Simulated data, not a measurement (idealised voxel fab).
Name of the process module below: voxel self aligned vias
FYI the section here is cut, 160 nm wide, cells are 5 nm squares.
Cross-section = grid of square cells, listed top down in bands; band = one or more rows.
This entry defines a band. It first specifies the height of the band's top and the height of its bottom in nm, and then specifies the band's materials from left to right, stating each material with its width in nm. The word "all across" identifies a single material that fills the band from edge to edge, while the word "empty" identifies empty space.
The reference from which all heights are counted is 0, the level beneath which the as-received wafer is entirely one material; the lowest band, having no lower bound, proceeds downward and is written after the example "0..down".
The two numbers in a width such as "30 to 40" mark its ends across the band: the first belongs to the top row of cells, the second to the bottom row, and from each row to the next the width moves by the same amount.
No cell of the cross-section changed in a step that is given as "nothing different".
So "Closed internal voids" is basically the list of trapped voids: any empty space of 8 cells or more that can't reach the top through an opening. They're written width x height at distance, the distance being from the left edge, and it's all nm.
On a step's line, text after the settings is the simulator commenting on that step.
"overlay nm" answers the question of how far to the right of plan the mask lay on a step that has a mask, and when it is negative the answer is to the left.
Guide to the pairs. Each holds a before and an after cross-section around one process step; the after cross-section is cut off at the lowest band that changed. Look under the pair for the step between them and its settings. Pairs can come from different runs of this module on the same starting wafer, so a pair follows on from the one above it only where its entry headed "Pre-step cross-section" says it does.
-- Pre-step cross-section
	0..down = Si all across
	Closed internal voids: none
-- Sectional View, Post-Process
	15..0 = SiO2 all across
	For the remainder of the cross-section, below 0, there is no change.
	Closed internal voids: none
What is the step between the two cross-sections above? CONFORMAL_DEP, material SiO2, thk nm 15
Pre-step cross-section: The pre-step condition corresponds to the post-step cross-section depicted in the pair directly above.
-- Sectional View, Post-Process
	20..15 = SiCN all across
	For the remainder of the cross-section, below 15, there is no change.
	Closed internal voids: none
What is the step between the two cross-sections above? CONFORMAL_DEP, material SiCN, thk nm 5
Pre-step cross-section: The pre-step condition corresponds to the post-step cross-section depicted in the pair directly above.
-- Sectional View, Post-Process
	45..20 = SiO2 all across
	For the remainder of the cross-section, below 20, there is no change.
	Closed internal voids: none
What is the step between the two cross-sections above? DIRECTIONAL_DEP, material SiO2, thk nm 25
Pre-step cross-section: The pre-step condition corresponds to the post-step cross-section depicted in the pair directly above.
-- Sectional View, Post-Process
	45..20 = SiO2: 40 | empty: 25 | SiO2: 25 | empty: 25 | SiO2: 45
	For the remainder of the cross-section, below 20, there is no change.
	Closed internal voids: none
What is the step between the two cross-sections above? MASKED_ETCH, tone open, mask id LINES, width nm 25, pitch nm 50, etch materials SiO2, depth nm 25, overlay nm 0
Pre-step cross-section: The pre-step condition corresponds to the post-step cross-section depicted in the pair directly above.
-- Sectional View, Post-Process
	50..45 = TiN: 45 | empty: 15 | TiN: 35 | empty: 15 | TiN: 50
	45..25 = SiO2: 40 | TiN: 5 | empty: 15 | TiN: 5 | SiO2: 25 | TiN: 5 | empty: 15 | TiN: 5 | SiO2: 45
	25..20 = SiO2: 40 | TiN: 25 | SiO2: 25 | TiN: 25 | SiO2: 45
	For the remainder of the cross-section, below 20, there is no change.
	Closed internal voids: none
What is the step between the two cross-sections above? CONFORMAL_DEP, material TiN, thk nm 5
Pre-step cross-section: The pre-step condition corresponds to the post-step cross-section depicted in the pair directly above.
-- Sectional View, Post-Process
	60..50 = Ru all across
	50..45 = TiN: 45 | Ru: 15 | TiN: 35 | Ru: 15 | TiN: 50
	45..25 = SiO2: 40 | TiN: 5 | Ru: 15 | TiN: 5 | SiO2: 25 | TiN: 5 | Ru: 15 | TiN: 5 | SiO2: 45
	For the remainder of the cross-section, below 25, there is no change.
	Closed internal voids: none
What is the step between the two cross-sections above? FILL_DEP, material Ru, thk nm 10
Pre-step cross-section: The pre-step condition corresponds to the post-step cross-section depicted in the pair directly above.
-- Sectional View, Post-Process
	45..25 = SiO2: 40 | TiN: 5 | Ru: 15 | TiN: 5 | SiO2: 25 | TiN: 5 | Ru: 15 | TiN: 5 | SiO2: 45
	For the remainder of the cross-section, below 25, there is no change.
	Closed internal voids: none
What is the step between the two cross-sections above? CMP, height nm 45
Pre-step cross-section: The pre-step condition corresponds to the post-step cross-section depicted in the pair directly above.
-- Sectional View, Post-Process
	45..35 = SiO2: 40 | empty: 25 | SiO2: 25 | empty: 25 | SiO2: 45
	For the remainder of the cross-section, below 35, there is no change.
	Closed internal voids: none
What is the step between the two cross-sections above? SELECTIVE_ETCH, etch materials W Ru TiN, depth nm 10
Pre-step cross-section: The pre-step condition corresponds to the post-step cross-section depicted in the pair directly above.
-- Sectional View, Post-Process
	50..45 = SiN all across
	45..35 = SiO2: 40 | SiN: 25 | SiO2: 25 | SiN: 25 | SiO2: 45
	For the remainder of the cross-section, below 35, there is no change.
	Closed internal voids: none
What is the step between the two cross-sections above? FILL_DEP, material SiN, thk nm 5
Pre-step cross-section: The pre-step condition corresponds to the post-step cross-section depicted in the pair directly above.
-- Sectional View, Post-Process
	45..35 = SiO2: 40 | SiN: 25 | SiO2: 25 | SiN: 25 | SiO2: 45
	For the remainder of the cross-section, below 35, there is no change.
	Closed internal voids: none
What is the step between the two cross-sections above? CMP, height nm 45
Pre-step cross-section: The pre-step condition corresponds to the post-step cross-section depicted in the pair directly above.
-- Sectional View, Post-Process
	65..45 = SiO2 all across
	For the remainder of the cross-section, below 45, there is no change.
	Closed internal voids: none
What is the step between the two cross-sections above? DIRECTIONAL_DEP, material SiO2, thk nm 20
Pre-step cross-section: The pre-step condition corresponds to the post-step cross-section depicted in the pair directly above.
-- Sectional View, Post-Process
	85..65 = resist: 35 | empty: 35 | resist: 15 | empty: 35 | resist: 40
	For the remainder of the cross-section, below 65, there is no change.
	Closed internal voids: none
What is the step between the two cross-sections above? PATTERN, tone open, mask id VIAS, material resist, width nm 35, pitch nm 50, thk nm 20, overlay nm 0
Pre-step cross-section: The pre-step condition corresponds to the post-step cross-section depicted in the pair directly above.
-- Sectional View, Post-Process
	85..65 = resist: 35 | empty: 35 | resist: 15 | empty: 35 | resist: 40
	65..45 = SiO2: 35 | empty: 35 | SiO2: 15 | empty: 35 | SiO2: 40
	For the remainder of the cross-section, below 45, there is no change.
	Closed internal voids: none
What is the step between the two cross-sections above? DIRECTIONAL_ETCH, etch materials SiO2, depth nm 20
Pre-step cross-section: The pre-step condition corresponds to the post-step cross-section depicted in the pair directly above.
-- Sectional View, Post-Process
	85..65 = resist: 35 | empty: 35 | resist: 15 | empty: 35 | resist: 40
	65..45 = SiO2: 35 | empty: 35 | SiO2: 15 | empty: 35 | SiO2: 40
	45..35 = SiO2: 40 | empty: 25 | SiO2: 25 | empty: 25 | SiO2: 45
	For the remainder of the cross-section, below 35, there is no change.
	Closed internal voids: none
What is the step between the two cross-sections above? DIRECTIONAL_ETCH, etch materials SiN, depth nm 10
Pre-step cross-section: The pre-step condition corresponds to the post-step cross-section depicted in the pair directly above.
-- Sectional View, Post-Process
	65..45 = SiO2: 35 | empty: 35 | SiO2: 15 | empty: 35 | SiO2: 40
	For the remainder of the cross-section, below 45, there is no change.
	Closed internal voids: none
What is the step between the two cross-sections above? STRIP, etch materials resist
Pre-step cross-section: The pre-step condition corresponds to the post-step cross-section depicted in the pair directly above.
-- Sectional View, Post-Process
	70..65 = TiN: 40 | empty: 25 | TiN: 25 | empty: 25 | TiN: 45
	65..50 = SiO2: 35 | TiN: 5 | empty: 25 | TiN: 5 | SiO2: 15 | TiN: 5 | empty: 25 | TiN: 5 | SiO2: 40
	50..40 = SiO2: 35 to 40 | TiN: 10 to 5 | empty: 15 | TiN: 10 to 5 | SiO2: 15 to 25 | TiN: 10 to 5 | empty: 15 | TiN: 10 to 5 | SiO2: 40 to 45
	40..35 = SiO2: 40 | TiN: 25 | SiO2: 25 | TiN: 25 | SiO2: 45
	For the remainder of the cross-section, below 35, there is no change.
	Closed internal voids: none
What is the step between the two cross-sections above? CONFORMAL_DEP, material TiN, thk nm 5
Pre-step cross-section: The pre-step condition corresponds to the post-step cross-section depicted in the pair directly above.
-- Sectional View, Post-Process
	80..70 = W all across
	70..65 = TiN: 40 | W: 25 | TiN: 25 | W: 25 | TiN: 45
	65..50 = SiO2: 35 | TiN: 5 | W: 25 | TiN: 5 | SiO2: 15 | TiN: 5 | W: 25 | TiN: 5 | SiO2: 40
	50..40 = SiO2: 35 to 40 | TiN: 10 to 5 | W: 15 | TiN: 10 to 5 | SiO2: 15 to 25 | TiN: 10 to 5 | W: 15 | TiN: 10 to 5 | SiO2: 40 to 45
	For the remainder of the cross-section, below 40, there is no change.
	Closed internal voids: none
What is the step between the two cross-sections above? FILL_DEP, material W, thk nm 10
Pre-step cross-section: The pre-step condition corresponds to the post-step cross-section depicted in the pair directly above.
-- Sectional View, Post-Process
	65..50 = SiO2: 35 | TiN: 5 | W: 25 | TiN: 5 | SiO2: 15 | TiN: 5 | W: 25 | TiN: 5 | SiO2: 40
	For the remainder of the cross-section, below 50, there is no change.
	Closed internal voids: none
What is the step between the two cross-sections above? CMP, height nm 65
Pre-step cross-section: The pre-step condition corresponds to the post-step cross-section depicted in the pair directly above.
-- Sectional View, Post-Process
	70..65 = SiCN all across
	For the remainder of the cross-section, below 65, there is no change.
	Closed internal voids: none
What is the step between the two cross-sections above? CONFORMAL_DEP, material SiCN, thk nm 5
-- Pre-step cross-section
	80..70 = W all across
	70..65 = TiN: 40 | W: 25 | TiN: 25 | W: 25 | TiN: 45
	65..50 = SiO2: 35 | TiN: 5 | W: 25 | TiN: 5 | SiO2: 15 | TiN: 5 | W: 25 | TiN: 5 | SiO2: 40
	50..40 = SiO2: 35 to 40 | TiN: 10 to 5 | W: 15 | TiN: 10 to 5 | SiO2: 15 to 25 | TiN: 10 to 5 | W: 15 | TiN: 10 to 5 | SiO2: 40 to 45
	40..35 = SiO2: 40 | TiN: 25 | SiO2: 25 | TiN: 25 | SiO2: 45
	35..25 = SiO2: 40 | TiN: 5 | Ru: 15 | TiN: 5 | SiO2: 25 | TiN: 5 | Ru: 15 | TiN: 5 | SiO2: 45
	25..20 = SiO2: 40 | TiN: 25 | SiO2: 25 | TiN: 25 | SiO2: 45
	20..15 = SiCN all across
	15..0 = SiO2 all across
	0..down = Si all across
	Closed internal voids: none
-- Sectional View, Post-Process
	85..80 = SiCN all across
	For the remainder of the cross-section, below 80, there is no change.
	Closed internal voids: none
What is the step between the two cross-sections above? CONFORMAL_DEP, material SiCN, thk nm 5
-- Pre-step cross-section
	85..65 = resist: 35 | empty: 35 | resist: 15 | empty: 35 | resist: 40
	65..45 = SiO2: 35 | empty: 35 | SiO2: 15 | empty: 35 | SiO2: 40
	45..35 = SiO2: 40 | SiN: 25 | SiO2: 25 | SiN: 25 | SiO2: 45
	35..25 = SiO2: 40 | TiN: 5 | Ru: 15 | TiN: 5 | SiO2: 25 | TiN: 5 | Ru: 15 | TiN: 5 | SiO2: 45
	25..20 = SiO2: 40 | TiN: 25 | SiO2: 25 | TiN: 25 | SiO2: 45
	20..15 = SiCN all across
	15..0 = SiO2 all across
	0..down = Si all across
	Closed internal voids: none
-- Sectional View, Post-Process
	85..65 = resist: 35 | empty: 35 | resist: 15 | empty: 35 | resist: 40
	65..45 = SiO2: 35 | empty: 35 | SiO2: 15 | empty: 35 | SiO2: 40
	45..35 = SiO2: 35 | empty: 5 | SiN: 25 | empty: 5 | SiO2: 15 | empty: 5 | SiN: 25 | empty: 5 | SiO2: 40
	35..25 = SiO2: 35 | empty: 5 | TiN: 5 | Ru: 15 | TiN: 5 | empty: 5 | SiO2: 15 | empty: 5 | TiN: 5 | Ru: 15 | TiN: 5 | empty: 5 | SiO2: 40
	For the remainder of the cross-section, below 25, there is no change.
	Closed internal voids: none
What is the step between the two cross-sections above? DIRECTIONAL_ETCH, etch materials SiO2, depth nm 20
Pre-step cross-section: The pre-step condition corresponds to the post-step cross-section depicted in the pair directly above.
-- Sectional View, Post-Process
	85..65 = resist: 35 | empty: 35 | resist: 15 | empty: 35 | resist: 40
	65..35 = SiO2: 35 | empty: 35 | SiO2: 15 | empty: 35 | SiO2: 40
	For the remainder of the cross-section, below 35, there is no change.
	Closed internal voids: none
What is the step between the two cross-sections above? DIRECTIONAL_ETCH, etch materials SiN, depth nm 10
Pre-step cross-section: The pre-step condition corresponds to the post-step cross-section depicted in the pair directly above.
-- Sectional View, Post-Process
	65..35 = SiO2: 35 | empty: 35 | SiO2: 15 | empty: 35 | SiO2: 40
	For the remainder of the cross-section, below 35, there is no change.
	Closed internal voids: none
What is the step between the two cross-sections above? STRIP, etch materials resist
Pre-step cross-section: The pre-step condition corresponds to the post-step cross-section depicted in the pair directly above.
-- Sectional View, Post-Process
	70..65 = TiN: 40 | empty: 25 | TiN: 25 | empty: 25 | TiN: 45
	65..40 = SiO2: 35 | TiN: 5 | empty: 25 | TiN: 5 | SiO2: 15 | TiN: 5 | empty: 25 | TiN: 5 | SiO2: 40
	40..35 = SiO2: 35 | TiN: 35 | SiO2: 15 | TiN: 35 | SiO2: 40
	35..25 = SiO2: 35 | TiN: 10 | Ru: 15 | TiN: 10 | SiO2: 15 | TiN: 10 | Ru: 15 | TiN: 10 | SiO2: 40
	For the remainder of the cross-section, below 25, there is no change.
	Closed internal voids: none
What is the step between the two cross-sections above? CONFORMAL_DEP, material TiN, thk nm 5
Pre-step cross-section: The pre-step condition corresponds to the post-step cross-section depicted in the pair directly above.
-- Sectional View, Post-Process
	80..70 = W all across
	70..65 = TiN: 40 | W: 25 | TiN: 25 | W: 25 | TiN: 45
	65..40 = SiO2: 35 | TiN: 5 | W: 25 | TiN: 5 | SiO2: 15 | TiN: 5 | W: 25 | TiN: 5 | SiO2: 40
	For the remainder of the cross-section, below 40, there is no change.
	Closed internal voids: none
What is the step between the two cross-sections above? FILL_DEP, material W, thk nm 10
Pre-step cross-section: The pre-step condition corresponds to the post-step cross-section depicted in the pair directly above.
-- Sectional View, Post-Process
	65..40 = SiO2: 35 | TiN: 5 | W: 25 | TiN: 5 | SiO2: 15 | TiN: 5 | W: 25 | TiN: 5 | SiO2: 40
	For the remainder of the cross-section, below 40, there is no change.
	Closed internal voids: none
What is the step between the two cross-sections above? CMP, height nm 65
Pre-step cross-section: The pre-step condition corresponds to the post-step cross-section depicted in the pair directly above.
-- Sectional View, Post-Process
	70..65 = SiCN all across
	For the remainder of the cross-section, below 65, there is no change.
	Closed internal voids: none
What is the step between the two cross-sections above? CONFORMAL_DEP, material SiCN, thk nm 5
-- Pre-step cross-section
	0..down = Si all across
	Closed internal voids: none
-- Sectional View, Post-Process
	5..0 = SiCN all across
	For the remainder of the cross-section, below 0, there is no change.
	Closed internal voids: none
What is the step between the two cross-sections above? CONFORMAL_DEP, material SiCN, thk nm 5
Pre-step cross-section: The pre-step condition corresponds to the post-step cross-section depicted in the pair directly above.
-- Sectional View, Post-Process
	20..5 = SiO2 all across
	For the remainder of the cross-section, below 5, there is no change.
	Closed internal voids: none
What is the step between the two cross-sections above? CONFORMAL_DEP, material SiO2, thk nm 15
Pre-step cross-section: The pre-step condition corresponds to the post-step cross-section depicted in the pair directly above.
-- Sectional View, Post-Process
	45..5 = SiO2 all across
	For the remainder of the cross-section, below 5, there is no change.
	Closed internal voids: none
What is the step between the two cross-sections above? DIRECTIONAL_DEP, material SiO2, thk nm 25
Pre-step cross-section: The pre-step condition corresponds to the post-step cross-section depicted in the pair directly above.
-- Sectional View, Post-Process
	45..20 = SiO2: 40 | empty: 25 | SiO2: 25 | empty: 25 | SiO2: 45
	For the remainder of the cross-section, below 20, there is no change.
	Closed internal voids: none
What is the step between the two cross-sections above? MASKED_ETCH, tone open, mask id LINES, width nm 25, pitch nm 50, etch materials SiO2, depth nm 25, overlay nm 0
Pre-step cross-section: The pre-step condition corresponds to the post-step cross-section depicted in the pair directly above.
-- Sectional View, Post-Process
	50..45 = TiN: 45 | empty: 15 | TiN: 35 | empty: 15 | TiN: 50
	45..25 = SiO2: 40 | TiN: 5 | empty: 15 | TiN: 5 | SiO2: 25 | TiN: 5 | empty: 15 | TiN: 5 | SiO2: 45
	25..20 = SiO2: 40 | TiN: 25 | SiO2: 25 | TiN: 25 | SiO2: 45
	For the remainder of the cross-section, below 20, there is no change.
	Closed internal voids: none
What is the step between the two cross-sections above? CONFORMAL_DEP, material TiN, thk nm 5
Pre-step cross-section: The pre-step condition corresponds to the post-step cross-section depicted in the pair directly above.
-- Sectional View, Post-Process
	60..50 = Ru all across
	50..45 = TiN: 45 | Ru: 15 | TiN: 35 | Ru: 15 | TiN: 50
	45..25 = SiO2: 40 | TiN: 5 | Ru: 15 | TiN: 5 | SiO2: 25 | TiN: 5 | Ru: 15 | TiN: 5 | SiO2: 45
	For the remainder of the cross-section, below 25, there is no change.
	Closed internal voids: none
What is the step between the two cross-sections above? FILL_DEP, material Ru, thk nm 10
Pre-step cross-section: The pre-step condition corresponds to the post-step cross-section depicted in the pair directly above.
-- Sectional View, Post-Process
	45..25 = SiO2: 40 | TiN: 5 | Ru: 15 | TiN: 5 | SiO2: 25 | TiN: 5 | Ru: 15 | TiN: 5 | SiO2: 45
	For the remainder of the cross-section, below 25, there is no change.
	Closed internal voids: none
What is the step between the two cross-sections above? CMP, height nm 45
Pre-step cross-section: The pre-step condition corresponds to the post-step cross-section depicted in the pair directly above.
-- Sectional View, Post-Process
	45..35 = SiO2: 40 | empty: 25 | SiO2: 25 | empty: 25 | SiO2: 45
	For the remainder of the cross-section, below 35, there is no change.
	Closed internal voids: none
What is the step between the two cross-sections above? SELECTIVE_ETCH, etch materials W Ru TiN, depth nm 10
Pre-step cross-section: The pre-step condition corresponds to the post-step cross-section depicted in the pair directly above.
-- Sectional View, Post-Process
	50..45 = SiN all across
	45..35 = SiO2: 40 | SiN: 25 | SiO2: 25 | SiN: 25 | SiO2: 45
	For the remainder of the cross-section, below 35, there is no change.
	Closed internal voids: none
What is the step between the two cross-sections above? FILL_DEP, material SiN, thk nm 5
Pre-step cross-section: The pre-step condition corresponds to the post-step cross-section depicted in the pair directly above.
-- Sectional View, Post-Process
	45..35 = SiO2: 40 | SiN: 25 | SiO2: 25 | SiN: 25 | SiO2: 45
	For the remainder of the cross-section, below 35, there is no change.
	Closed internal voids: none
What is the step between the two cross-sections above? CMP, height nm 45
Pre-step cross-section: The pre-step condition corresponds to the post-step cross-section depicted in the pair directly above.
-- Sectional View, Post-Process
	65..45 = SiO2 all across
	For the remainder of the cross-section, below 45, there is no change.
	Closed internal voids: none
What is the step between the two cross-sections above? DIRECTIONAL_DEP, material SiO2, thk nm 20
Pre-step cross-section: The pre-step condition corresponds to the post-step cross-section depicted in the pair directly above.
-- Sectional View, Post-Process
	85..65 = resist: 35 | empty: 35 | resist: 15 | empty: 35 | resist: 40
	For the remainder of the cross-section, below 65, there is no change.
	Closed internal voids: none
What is the step between the two cross-sections above? PATTERN, tone open, mask id VIAS, material resist, width nm 35, pitch nm 50, thk nm 20, overlay nm 0
Pre-step cross-section: The pre-step condition corresponds to the post-step cross-section depicted in the pair directly above.
-- Sectional View, Post-Process
	85..65 = resist: 35 | empty: 35 | resist: 15 | empty: 35 | resist: 40
	65..45 = SiO2: 35 | empty: 35 | SiO2: 15 | empty: 35 | SiO2: 40
	For the remainder of the cross-section, below 45, there is no change.
	Closed internal voids: none
What is the step between the two cross-sections above? DIRECTIONAL_ETCH, etch materials SiO2, depth nm 20
Pre-step cross-section: The pre-step condition corresponds to the post-step cross-section depicted in the pair directly above.
-- Sectional View, Post-Process
	85..65 = resist: 35 | empty: 35 | resist: 15 | empty: 35 | resist: 40
	65..45 = SiO2: 35 | empty: 35 | SiO2: 15 | empty: 35 | SiO2: 40
	45..35 = SiO2: 40 | empty: 25 | SiO2: 25 | empty: 25 | SiO2: 45
	For the remainder of the cross-section, below 35, there is no change.
	Closed internal voids: none
What is the step between the two cross-sections above? DIRECTIONAL_ETCH, etch materials SiN, depth nm 10
Pre-step cross-section: The pre-step condition corresponds to the post-step cross-section depicted in the pair directly above.
-- Sectional View, Post-Process
	65..45 = SiO2: 35 | empty: 35 | SiO2: 15 | empty: 35 | SiO2: 40
	For the remainder of the cross-section, below 45, there is no change.
	Closed internal voids: none
What is the step between the two cross-sections above? STRIP, etch materials resist
Pre-step cross-section: The pre-step condition corresponds to the post-step cross-section depicted in the pair directly above.
-- Sectional View, Post-Process
	70..65 = TiN: 40 | empty: 25 | TiN: 25 | empty: 25 | TiN: 45
	65..50 = SiO2: 35 | TiN: 5 | empty: 25 | TiN: 5 | SiO2: 15 | TiN: 5 | empty: 25 | TiN: 5 | SiO2: 40
	50..40 = SiO2: 35 to 40 | TiN: 10 to 5 | empty: 15 | TiN: 10 to 5 | SiO2: 15 to 25 | TiN: 10 to 5 | empty: 15 | TiN: 10 to 5 | SiO2: 40 to 45
	40..35 = SiO2: 40 | TiN: 25 | SiO2: 25 | TiN: 25 | SiO2: 45
	For the remainder of the cross-section, below 35, there is no change.
	Closed internal voids: none
What is the step between the two cross-sections above? CONFORMAL_DEP, material TiN, thk nm 5
Pre-step cross-section: The pre-step condition corresponds to the post-step cross-section depicted in the pair directly above.
-- Sectional View, Post-Process
	80..70 = W all across
	70..65 = TiN: 40 | W: 25 | TiN: 25 | W: 25 | TiN: 45
	65..50 = SiO2: 35 | TiN: 5 | W: 25 | TiN: 5 | SiO2: 15 | TiN: 5 | W: 25 | TiN: 5 | SiO2: 40
	50..40 = SiO2: 35 to 40 | TiN: 10 to 5 | W: 15 | TiN: 10 to 5 | SiO2: 15 to 25 | TiN: 10 to 5 | W: 15 | TiN: 10 to 5 | SiO2: 40 to 45
	For the remainder of the cross-section, below 40, there is no change.
	Closed internal voids: none
What is the step between the two cross-sections above? FILL_DEP, material W, thk nm 10
Pre-step cross-section: The pre-step condition corresponds to the post-step cross-section depicted in the pair directly above.
-- Sectional View, Post-Process
	65..50 = SiO2: 35 | TiN: 5 | W: 25 | TiN: 5 | SiO2: 15 | TiN: 5 | W: 25 | TiN: 5 | SiO2: 40
	For the remainder of the cross-section, below 50, there is no change.
	Closed internal voids: none
What is the step between the two cross-sections above? CMP, height nm 65
Pre-step cross-section: The pre-step condition corresponds to the post-step cross-section depicted in the pair directly above.
-- Sectional View, Post-Process
	70..65 = SiCN all across
	For the remainder of the cross-section, below 65, there is no change.
	Closed internal voids: none
What is the step between the two cross-sections above? CONFORMAL_DEP, material SiCN, thk nm 5
-- Pre-step cross-section
	80..70 = W all across
	70..65 = TiN: 40 | W: 25 | TiN: 25 | W: 25 | TiN: 45
	65..50 = SiO2: 35 | TiN: 5 | W: 25 | TiN: 5 | SiO2: 15 | TiN: 5 | W: 25 | TiN: 5 | SiO2: 40
	50..40 = SiO2: 35 to 40 | TiN: 10 to 5 | W: 15 | TiN: 10 to 5 | SiO2: 15 to 25 | TiN: 10 to 5 | W: 15 | TiN: 10 to 5 | SiO2: 40 to 45
	40..35 = SiO2: 40 | TiN: 25 | SiO2: 25 | TiN: 25 | SiO2: 45
	35..25 = SiO2: 40 | TiN: 5 | Ru: 15 | TiN: 5 | SiO2: 25 | TiN: 5 | Ru: 15 | TiN: 5 | SiO2: 45
	25..20 = SiO2: 40 | TiN: 25 | SiO2: 25 | TiN: 25 | SiO2: 45
	20..15 = SiCN all across
	15..0 = SiO2 all across
	0..down = Si all across
	Closed internal voids: none
-- Sectional View, Post-Process
	75..70 = W all across
	For the remainder of the cross-section, below 70, there is no change.
	Closed internal voids: none
What is the step between the two cross-sections above? CMP, height nm 75
Pre-step cross-section: The pre-step condition corresponds to the post-step cross-section depicted in the pair directly above.
-- Sectional View, Post-Process
	80..75 = SiCN all across
	For the remainder of the cross-section, below 75, there is no change.
	Closed internal voids: none
What is the step between the two cross-sections above? CONFORMAL_DEP, material SiCN, thk nm 5
-- Pre-step cross-section
	45..20 = SiO2 all across
	20..15 = SiCN all across
	15..0 = SiO2 all across
	0..down = Si all across
	Closed internal voids: none
-- Sectional View, Post-Process
	45..20 = SiO2: 40 | empty: 30 | SiO2: 20 | empty: 30 | SiO2: 40
	For the remainder of the cross-section, below 20, there is no change.
	Closed internal voids: none
What is the step between the two cross-sections above? MASKED_ETCH, tone open, mask id LINES, width nm 30, pitch nm 50, etch materials SiO2, depth nm 25, overlay nm 0
Pre-step cross-section: The pre-step condition corresponds to the post-step cross-section depicted in the pair directly above.
-- Sectional View, Post-Process
	50..45 = TiN: 45 | empty: 20 | TiN: 30 | empty: 20 | TiN: 45
	45..25 = SiO2: 40 | TiN: 5 | empty: 20 | TiN: 5 | SiO2: 20 | TiN: 5 | empty: 20 | TiN: 5 | SiO2: 40
	25..20 = SiO2: 40 | TiN: 30 | SiO2: 20 | TiN: 30 | SiO2: 40
	For the remainder of the cross-section, below 20, there is no change.
	Closed internal voids: none
What is the step between the two cross-sections above? CONFORMAL_DEP, material TiN, thk nm 5
Pre-step cross-section: The pre-step condition corresponds to the post-step cross-section depicted in the pair directly above.
-- Sectional View, Post-Process
	60..50 = Ru all across
	50..45 = TiN: 45 | Ru: 20 | TiN: 30 | Ru: 20 | TiN: 45
	45..25 = SiO2: 40 | TiN: 5 | Ru: 20 | TiN: 5 | SiO2: 20 | TiN: 5 | Ru: 20 | TiN: 5 | SiO2: 40
	For the remainder of the cross-section, below 25, there is no change.
	Closed internal voids: none
What is the step between the two cross-sections above? FILL_DEP, material Ru, thk nm 10
Pre-step cross-section: The pre-step condition corresponds to the post-step cross-section depicted in the pair directly above.
-- Sectional View, Post-Process
	45..25 = SiO2: 40 | TiN: 5 | Ru: 20 | TiN: 5 | SiO2: 20 | TiN: 5 | Ru: 20 | TiN: 5 | SiO2: 40
	For the remainder of the cross-section, below 25, there is no change.
	Closed internal voids: none
What is the step between the two cross-sections above? CMP, height nm 45
Pre-step cross-section: The pre-step condition corresponds to the post-step cross-section depicted in the pair directly above.
-- Sectional View, Post-Process
	45..35 = SiO2: 40 | empty: 30 | SiO2: 20 | empty: 30 | SiO2: 40
	For the remainder of the cross-section, below 35, there is no change.
	Closed internal voids: none
What is the step between the two cross-sections above? SELECTIVE_ETCH, etch materials W Ru TiN, depth nm 10
Pre-step cross-section: The pre-step condition corresponds to the post-step cross-section depicted in the pair directly above.
-- Sectional View, Post-Process
	50..45 = SiN all across
	45..35 = SiO2: 40 | SiN: 30 | SiO2: 20 | SiN: 30 | SiO2: 40
	For the remainder of the cross-section, below 35, there is no change.
	Closed internal voids: none
What is the step between the two cross-sections above? FILL_DEP, material SiN, thk nm 5
Pre-step cross-section: The pre-step condition corresponds to the post-step cross-section depicted in the pair directly above.
-- Sectional View, Post-Process
	45..35 = SiO2: 40 | SiN: 30 | SiO2: 20 | SiN: 30 | SiO2: 40
	For the remainder of the cross-section, below 35, there is no change.
	Closed internal voids: none
What is the step between the two cross-sections above? CMP, height nm 45
Pre-step cross-section: The pre-step condition corresponds to the post-step cross-section depicted in the pair directly above.
-- Sectional View, Post-Process
	65..45 = SiO2 all across
	For the remainder of the cross-section, below 45, there is no change.
	Closed internal voids: none
What is the step between the two cross-sections above? DIRECTIONAL_DEP, material SiO2, thk nm 20
Pre-step cross-section: The pre-step condition corresponds to the post-step cross-section depicted in the pair directly above.
-- Sectional View, Post-Process
	85..65 = resist: 35 | empty: 35 | resist: 15 | empty: 35 | resist: 40
	For the remainder of the cross-section, below 65, there is no change.
	Closed internal voids: none
What is the step between the two cross-sections above? PATTERN, tone open, mask id VIAS, material resist, width nm 35, pitch nm 50, thk nm 20, overlay nm 0
Pre-step cross-section: The pre-step condition corresponds to the post-step cross-section depicted in the pair directly above.
-- Sectional View, Post-Process
	85..65 = resist: 35 | empty: 35 | resist: 15 | empty: 35 | resist: 40
	65..45 = SiO2: 35 | empty: 35 | SiO2: 15 | empty: 35 | SiO2: 40
	For the remainder of the cross-section, below 45, there is no change.
	Closed internal voids: none
What is the step between the two cross-sections above? DIRECTIONAL_ETCH, etch materials SiO2, depth nm 20
Pre-step cross-section: The pre-step condition corresponds to the post-step cross-section depicted in the pair directly above.
-- Sectional View, Post-Process
	85..65 = resist: 35 | empty: 35 | resist: 15 | empty: 35 | resist: 40
	65..45 = SiO2: 35 | empty: 35 | SiO2: 15 | empty: 35 | SiO2: 40
	45..35 = SiO2: 40 | empty: 30 | SiO2: 20 | empty: 30 | SiO2: 40
	For the remainder of the cross-section, below 35, there is no change.
	Closed internal voids: none
What is the step between the two cross-sections above? DIRECTIONAL_ETCH, etch materials SiN, depth nm 10
Pre-step cross-section: The pre-step condition corresponds to the post-step cross-section depicted in the pair directly above.
-- Sectional View, Post-Process
	65..45 = SiO2: 35 | empty: 35 | SiO2: 15 | empty: 35 | SiO2: 40
	For the remainder of the cross-section, below 45, there is no change.
	Closed internal voids: none
What is the step between the two cross-sections above? STRIP, etch materials resist
Pre-step cross-section: The pre-step condition corresponds to the post-step cross-section depicted in the pair directly above.
-- Sectional View, Post-Process
	70..65 = TiN: 40 | empty: 25 | TiN: 25 | empty: 25 | TiN: 45
	65..50 = SiO2: 35 | TiN: 5 | empty: 25 | TiN: 5 | SiO2: 15 | TiN: 5 | empty: 25 | TiN: 5 | SiO2: 40
	50..40 = SiO2: 35 to 40 | TiN: 10 to 5 | empty: 20 | TiN: 5 | SiO2: 15 to 20 | TiN: 10 to 5 | empty: 20 | TiN: 5 | SiO2: 40
	40..35 = SiO2: 40 | TiN: 30 | SiO2: 20 | TiN: 30 | SiO2: 40
	For the remainder of the cross-section, below 35, there is no change.
	Closed internal voids: none
What is the step between the two cross-sections above? CONFORMAL_DEP, material TiN, thk nm 5
Pre-step cross-section: The pre-step condition corresponds to the post-step cross-section depicted in the pair directly above.
-- Sectional View, Post-Process
	80..70 = W all across
	70..65 = TiN: 40 | W: 25 | TiN: 25 | W: 25 | TiN: 45
	65..50 = SiO2: 35 | TiN: 5 | W: 25 | TiN: 5 | SiO2: 15 | TiN: 5 | W: 25 | TiN: 5 | SiO2: 40
	50..40 = SiO2: 35 to 40 | TiN: 10 to 5 | W: 20 | TiN: 5 | SiO2: 15 to 20 | TiN: 10 to 5 | W: 20 | TiN: 5 | SiO2: 40
	For the remainder of the cross-section, below 40, there is no change.
	Closed internal voids: none
What is the step between the two cross-sections above? FILL_DEP, material W, thk nm 10
Pre-step cross-section: The pre-step condition corresponds to the post-step cross-section depicted in the pair directly above.
-- Sectional View, Post-Process
	65..50 = SiO2: 35 | TiN: 5 | W: 25 | TiN: 5 | SiO2: 15 | TiN: 5 | W: 25 | TiN: 5 | SiO2: 40
	For the remainder of the cross-section, below 50, there is no change.
	Closed internal voids: none
What is the step between the two cross-sections above? CMP, height nm 65
